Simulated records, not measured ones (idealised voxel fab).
process module | voxel quadruple lines
cross-section cut | 245 nm wide | cells 5 nm
A cross-section is a grid of square cells, given in bands from the top down. A band is one or more rows of cells.
Each band's line starts with the height of the band's top and of its bottom, in nm. Then come its materials from left to right, each with its width in nm. One material with "throughout" fills the band from edge to edge. "air" is empty space.
Height 0 is the level under which the wafer as received is all one material. The lowest band goes on downwards, as in "0 down".
A width such as "30 to 40" changes by the same amount from each row of cells to the next, from the band's top row to its bottom row.
"no change" after a step means that no cell of the cross-section changed.
closed voids: empty space of 8 cells or more with no open way to the top, each as width x height at its distance from the left edge, in nm
after a step's settings: what the simulator itself notes on the step
overlay nm, on a step with a mask: how far to the right of its planned place the mask lay; to the left if negative
plan
1 op RECEIVE | material Si
2 op CONFORMAL_DEP | material Al2O3 | thk nm 5
3 op DIRECTIONAL_DEP | material Ru | thk nm 10
4 op DIRECTIONAL_DEP | material polySi | thk nm 15
5 op DIRECTIONAL_DEP | material aC | thk nm 25
6 op PATTERN | tone cover | mask id MANDREL | material resist | width nm 35 | pitch nm 100 | thk nm 30 | overlay nm 0
7 op DIRECTIONAL_ETCH | etch materials aC | depth nm 25
8 op STRIP | etch materials resist
9 op CONFORMAL_DEP | material SiO2 | thk nm 15
10 op DIRECTIONAL_ETCH | etch materials SiO2 | depth nm 15
11 op STRIP | etch materials aC
12 op DIRECTIONAL_ETCH | etch materials polySi | depth nm 15
13 op STRIP | etch materials SiO2
14 op CONFORMAL_DEP | material SiN | thk nm 10
15 op DIRECTIONAL_ETCH | etch materials SiN | depth nm 10
16 op STRIP | etch materials polySi
17 op DIRECTIONAL_ETCH | etch materials Ru | depth nm 10
18 op STRIP | etch materials SiN
19 op FILL_DEP | material SiO2 | thk nm 5
20 op CMP | height nm 15
as received, after step 1
  0 down: Si throughout
  closed voids: none
first wafer at the end, as planned
  15 to 5: SiO2 30 | Ru 10 | SiO2 15 | Ru 10 | SiO2 15 | Ru 10 | SiO2 15 | Ru 10 | SiO2 15 | Ru 10 | SiO2 15 | Ru 10 | SiO2 15 | Ru 10 | SiO2 15 | Ru 10 | SiO2 30
  5 to 0: Al2O3 throughout
  0 down: Si throughout
  closed voids: none
second wafer at the end: like start, like plan, one mistake
  15 to 5: SiO2 20 | Ru 10 | SiO2 15 | Ru 10 | SiO2 15 | Ru 10 | SiO2 15 | Ru 10 | SiO2 15 | Ru 10 | SiO2 15 | Ru 10 | SiO2 15 | Ru 10 | SiO2 15 | Ru 10 | SiO2 40
  5 to 0: Al2O3 throughout
  0 down: Si throughout
  closed voids: none
what went wrong: step 6 ran as: op PATTERN | tone cover | mask id MANDREL | material resist | width nm 35 | pitch nm 100 | thk nm 30 | overlay nm -10
at the end the second wafer has, in cells: as many of each material as the first, in other places
